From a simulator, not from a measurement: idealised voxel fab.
Process module under the name voxel self aligned contacts
Cross-section cut: width 250 nm, square cells of 5 nm.
If you're reading a cross-section in this doc, picture square cells in a grid; it comes to you as bands, top ones listed first down to the bottom, and a band can be one or more rows of cells. Heights first: top, then bottom, in nm. Then materials, left to right, each with a width in nm. "edge to edge" on a single material: fills the band edge to edge. "air": empty space. Zero point of the height axis is 0; under it, received wafer = one material. Lowest band: continues down indefinitely, "0 -> down". With a width like "30 to 40", each row of cells in the band differs from the next by the same amount, the top row carrying the first number and the bottom row the second. A step reported as "nothing changed" is a step in which no cell of the cross-section changed. Each empty space that has no open way to the top and spans at least 8 cells appears under "Encapsulated voids" as width x height at distance, the distance counted from the left edge, all in nm. The remark found on a step's line after its settings is issued by the simulator itself and pertains to that step. overlay nm: right-of-plan distance of the mask on a masked step; negative values mean left-of-plan.
This section lists the process steps that were planned
1: RECEIVE [material Si]
2: CONFORMAL_DEP [material SiO2] [thk nm 5]
3: DIRECTIONAL_DEP [material polySi] [thk nm 30]
4: DIRECTIONAL_DEP [material SiN] [thk nm 15]
5: PATTERN [tone cover] [mask id GATE] [material resist] [width nm 35] [pitch nm 60] [thk nm 15] [overlay nm 0]
6: DIRECTIONAL_ETCH [etch materials SiN] [depth nm 15]
7: DIRECTIONAL_ETCH [etch materials polySi] [depth nm 30]
8: STRIP [etch materials resist]
9: CONFORMAL_DEP [material SiN] [thk nm 5]
10: DIRECTIONAL_ETCH [etch materials SiN] [depth nm 5]
11: FILL_DEP [material SiO2] [thk nm 15]
12: CMP [height nm 60]
13: PATTERN [tone open] [mask id CONTACT] [material resist] [width nm 35] [pitch nm 60] [thk nm 15] [overlay nm 0]
14: DIRECTIONAL_ETCH [etch materials SiO2] [depth nm 60]
15: STRIP [etch materials resist]
16: CONFORMAL_DEP [material TiN] [thk nm 5]
17: FILL_DEP [material Ru] [thk nm 5]
18: CMP [height nm 60]
19: CONFORMAL_DEP [material SiCN] [thk nm 5]
First wafer of two (run as planned)
Cross-sectional view of the wafer in its as-received condition, corresponding to the state after step 1
* 0 -> down | Si edge to edge
* Encapsulated voids: none
Wafer section view after processing step 2
* 5 -> 0 | SiO2 edge to edge
* Below 0, the layers are the same as they were.
Wafer section view after processing step 3
* 35 -> 5 | polySi edge to edge
* Below 5, the layers are the same as they were.
Wafer section view after processing step 4
* 50 -> 35 | SiN edge to edge
* Below 35, the layers are the same as they were.
Wafer section view after processing step 5
* 65 -> 50 | 45 of air, then 35 of resist, then 25 of air, then 35 of resist, then 25 of air, then 35 of resist, then 50 of air
* Below 50, the layers are the same as they were.
Wafer section view after processing step 6
* 65 -> 50 | 45 of air, then 35 of resist, then 25 of air, then 35 of resist, then 25 of air, then 35 of resist, then 50 of air
* 50 -> 35 | 45 of air, then 35 of SiN, then 25 of air, then 35 of SiN, then 25 of air, then 35 of SiN, then 50 of air
* Below 35, the layers are the same as they were.
Wafer section view after processing step 7
* 65 -> 50 | 45 of air, then 35 of resist, then 25 of air, then 35 of resist, then 25 of air, then 35 of resist, then 50 of air
* 50 -> 35 | 45 of air, then 35 of SiN, then 25 of air, then 35 of SiN, then 25 of air, then 35 of SiN, then 50 of air
* 35 -> 5 | 45 of air, then 35 of polySi, then 25 of air, then 35 of polySi, then 25 of air, then 35 of polySi, then 50 of air
* Below 5, the layers are the same as they were.
Wafer section view after processing step 8
* 50 -> 35 | 45 of air, then 35 of SiN, then 25 of air, then 35 of SiN, then 25 of air, then 35 of SiN, then 50 of air
* Below 35, the layers are the same as they were.
Wafer section view after processing step 9
* 55 -> 35 | 40 of air, then 45 of SiN, then 15 of air, then 45 of SiN, then 15 of air, then 45 of SiN, then 45 of air
* 35 -> 10 | 40 of air, then 5 of SiN, then 35 of polySi, then 5 of SiN, then 15 of air, then 5 of SiN, then 35 of polySi, then 5 of SiN, then 15 of air, then 5 of SiN, then 35 of polySi, then 5 of SiN, then 45 of air
* 10 -> 5 | 45 of SiN, then 35 of polySi, then 25 of SiN, then 35 of polySi, then 25 of SiN, then 35 of polySi, then 50 of SiN
* Below 5, the layers are the same as they were.
Wafer section view after processing step 10
* 50 -> 35 | 40 of air, then 45 of SiN, then 15 of air, then 45 of SiN, then 15 of air, then 45 of SiN, then 45 of air
* 35 -> 5 | 40 of air, then 5 of SiN, then 35 of polySi, then 5 of SiN, then 15 of air, then 5 of SiN, then 35 of polySi, then 5 of SiN, then 15 of air, then 5 of SiN, then 35 of polySi, then 5 of SiN, then 45 of air
* Below 5, the layers are the same as they were.
Wafer section view after processing step 11
* 65 -> 50 | SiO2 edge to edge
* 50 -> 35 | 40 of SiO2, then 45 of SiN, then 15 of SiO2, then 45 of SiN, then 15 of SiO2, then 45 of SiN, then 45 of SiO2
* 35 -> 5 | 40 of SiO2, then 5 of SiN, then 35 of polySi, then 5 of SiN, then 15 of SiO2, then 5 of SiN, then 35 of polySi, then 5 of SiN, then 15 of SiO2, then 5 of SiN, then 35 of polySi, then 5 of SiN, then 45 of SiO2
* Below 5, the layers are the same as they were.
Wafer section view after processing step 12
* 60 -> 50 | SiO2 edge to edge
* Below 50, the layers are the same as they were.
Wafer section view after processing step 13
* 75 -> 60 | 75 of resist, then 35 of air, then 25 of resist, then 35 of air, then 80 of resist
* Below 60, the layers are the same as they were.
Wafer section view after processing step 14
* 75 -> 60 | 75 of resist, then 35 of air, then 25 of resist, then 35 of air, then 80 of resist
* 60 -> 50 | 75 of SiO2, then 35 of air, then 25 of SiO2, then 35 of air, then 80 of SiO2
* 50 -> 35 | 40 of SiO2, then 45 of SiN, then 15 of air, then 45 of SiN, then 15 of air, then 45 of SiN, then 45 of SiO2
* 35 -> 5 | 40 of SiO2, then 5 of SiN, then 35 of polySi, then 5 of SiN, then 15 of air, then 5 of SiN, then 35 of polySi, then 5 of SiN, then 15 of air, then 5 of SiN, then 35 of polySi, then 5 of SiN, then 45 of SiO2
* 5 -> 0 | 85 of SiO2, then 15 of air, then 45 of SiO2, then 15 of air, then 90 of SiO2
* Below 0, the layers are the same as they were.
Wafer section view after processing step 15
* 60 -> 50 | 75 of SiO2, then 35 of air, then 25 of SiO2, then 35 of air, then 80 of SiO2
* Below 50, the layers are the same as they were.
Wafer section view after processing step 16
* 65 -> 60 | 80 of TiN, then 25 of air, then 35 of TiN, then 25 of air, then 85 of TiN
* 60 -> 50 | 75 of SiO2, then 5 to 15 of TiN, then 25 to 5 of air, then 5 to 15 of TiN, then 25 of SiO2, then 5 to 15 of TiN, then 25 to 5 of air, then 5 to 15 of TiN, then 80 of SiO2
* 50 -> 35 | 40 of SiO2, then 45 of SiN, then 5 of TiN, then 5 of air, then 5 of TiN, then 45 of SiN, then 5 of TiN, then 5 of air, then 5 of TiN, then 45 of SiN, then 45 of SiO2
* 35 -> 5 | 40 of SiO2, then 5 of SiN, then 35 of polySi, then 5 of SiN, then 5 of TiN, then 5 of air, then 5 of TiN, then 5 of SiN, then 35 of polySi, then 5 of SiN, then 5 of TiN, then 5 of air, then 5 of TiN, then 5 of SiN, then 35 of polySi, then 5 of SiN, then 45 of SiO2
* 5 -> 0 | 85 of SiO2, then 15 of TiN, then 45 of SiO2, then 15 of TiN, then 90 of SiO2
* Below 0, the layers are the same as they were.
Wafer section view after processing step 17
* 70 -> 65 | Ru edge to edge
* 65 -> 60 | 80 of TiN, then 25 of Ru, then 35 of TiN, then 25 of Ru, then 85 of TiN
* 60 -> 50 | 75 of SiO2, then 5 to 15 of TiN, then 25 to 5 of Ru, then 5 to 15 of TiN, then 25 of SiO2, then 5 to 15 of TiN, then 25 to 5 of Ru, then 5 to 15 of TiN, then 80 of SiO2
* 50 -> 35 | 40 of SiO2, then 45 of SiN, then 5 of TiN, then 5 of Ru, then 5 of TiN, then 45 of SiN, then 5 of TiN, then 5 of Ru, then 5 of TiN, then 45 of SiN, then 45 of SiO2
* 35 -> 5 | 40 of SiO2, then 5 of SiN, then 35 of polySi, then 5 of SiN, then 5 of TiN, then 5 of Ru, then 5 of TiN, then 5 of SiN, then 35 of polySi, then 5 of SiN, then 5 of TiN, then 5 of Ru, then 5 of TiN, then 5 of SiN, then 35 of polySi, then 5 of SiN, then 45 of SiO2
* Below 5, the layers are the same as they were.
Wafer section view after processing step 18
* 60 -> 50 | 75 of SiO2, then 5 to 15 of TiN, then 25 to 5 of Ru, then 5 to 15 of TiN, then 25 of SiO2, then 5 to 15 of TiN, then 25 to 5 of Ru, then 5 to 15 of TiN, then 80 of SiO2
* Below 50, the layers are the same as they were.
Wafer section view after processing step 19
* 65 -> 60 | SiCN edge to edge
* Below 60, the layers are the same as they were.
Second wafer: same start and same plan as the first, one execution error; identical to the first through step 12
Second wafer: cross-section at the scheduled end of step 13
* 75 -> 60 | 75 of air, then 35 of resist, then 25 of air, then 35 of resist, then 80 of air
* Below 60, the layers are the same as they were.
Second wafer: cross-section at the scheduled end of step 14
* 75 -> 60 | 75 of air, then 35 of resist, then 25 of air, then 35 of resist, then 80 of air
* 60 -> 50 | 75 of air, then 35 of SiO2, then 25 of air, then 35 of SiO2, then 80 of air
* 50 -> 35 | 40 of air, then 45 of SiN, then 15 of SiO2, then 45 of SiN, then 15 of SiO2, then 45 of SiN, then 45 of air
* 35 -> 5 | 40 of air, then 5 of SiN, then 35 of polySi, then 5 of SiN, then 15 of SiO2, then 5 of SiN, then 35 of polySi, then 5 of SiN, then 15 of SiO2, then 5 of SiN, then 35 of polySi, then 5 of SiN, then 45 of air
* 5 -> 0 | 40 of air, then 165 of SiO2, then 45 of air
* Below 0, the layers are the same as they were.
Second wafer: cross-section at the scheduled end of step 15
* 60 -> 50 | 75 of air, then 35 of SiO2, then 25 of air, then 35 of SiO2, then 80 of air
* Below 50, the layers are the same as they were.
Second wafer: cross-section at the scheduled end of step 16
* 65 -> 60 | 70 of air, then 45 of TiN, then 15 of air, then 45 of TiN, then 75 of air
* 60 -> 55 | 70 of air, then 5 of TiN, then 35 of SiO2, then 5 of TiN, then 15 of air, then 5 of TiN, then 35 of SiO2, then 5 of TiN, then 75 of air
* 55 -> 50 | 35 of air, then 40 of TiN, then 35 of SiO2, then 25 of TiN, then 35 of SiO2, then 40 of TiN, then 40 of air
* 50 -> 35 | 35 of air, then 5 of TiN, then 45 of SiN, then 15 of SiO2, then 45 of SiN, then 15 of SiO2, then 45 of SiN, then 5 of TiN, then 40 of air
* 35 -> 5 | 35 of air, then 5 of TiN, then 5 of SiN, then 35 of polySi, then 5 of SiN, then 15 of SiO2, then 5 of SiN, then 35 of polySi, then 5 of SiN, then 15 of SiO2, then 5 of SiN, then 35 of polySi, then 5 of SiN, then 5 of TiN, then 40 of air
* 5 -> 0 | 40 of TiN, then 165 of SiO2, then 45 of TiN
* Below 0, the layers are the same as they were.
Second wafer: cross-section at the scheduled end of step 17
* 70 -> 65 | Ru edge to edge
* 65 -> 60 | 70 of Ru, then 45 of TiN, then 15 of Ru, then 45 of TiN, then 75 of Ru
* 60 -> 55 | 70 of Ru, then 5 of TiN, then 35 of SiO2, then 5 of TiN, then 15 of Ru, then 5 of TiN, then 35 of SiO2, then 5 of TiN, then 75 of Ru
* 55 -> 50 | 35 of Ru, then 40 of TiN, then 35 of SiO2, then 25 of TiN, then 35 of SiO2, then 40 of TiN, then 40 of Ru
* 50 -> 35 | 35 of Ru, then 5 of TiN, then 45 of SiN, then 15 of SiO2, then 45 of SiN, then 15 of SiO2, then 45 of SiN, then 5 of TiN, then 40 of Ru
* 35 -> 5 | 35 of Ru, then 5 of TiN, then 5 of SiN, then 35 of polySi, then 5 of SiN, then 15 of SiO2, then 5 of SiN, then 35 of polySi, then 5 of SiN, then 15 of SiO2, then 5 of SiN, then 35 of polySi, then 5 of SiN, then 5 of TiN, then 40 of Ru
* Below 5, the layers are the same as they were.
Second wafer: cross-section at the scheduled end of step 18
* 60 -> 55 | 70 of Ru, then 5 of TiN, then 35 of SiO2, then 5 of TiN, then 15 of Ru, then 5 of TiN, then 35 of SiO2, then 5 of TiN, then 75 of Ru
* Below 55, the layers are the same as they were.
Second wafer: cross-section at the scheduled end of step 19
* 65 -> 60 | SiCN edge to edge
* Below 60, the layers are the same as they were.
Run error: step 13 did not happen as planned, as run it was PATTERN [tone cover] [mask id CONTACT] [material resist] [width nm 35] [pitch nm 60] [thk nm 15] [overlay nm 0]
at the end the second wafer has, in cells: 152 more of Ru; 154 fewer of SiO2; 2 more of TiN
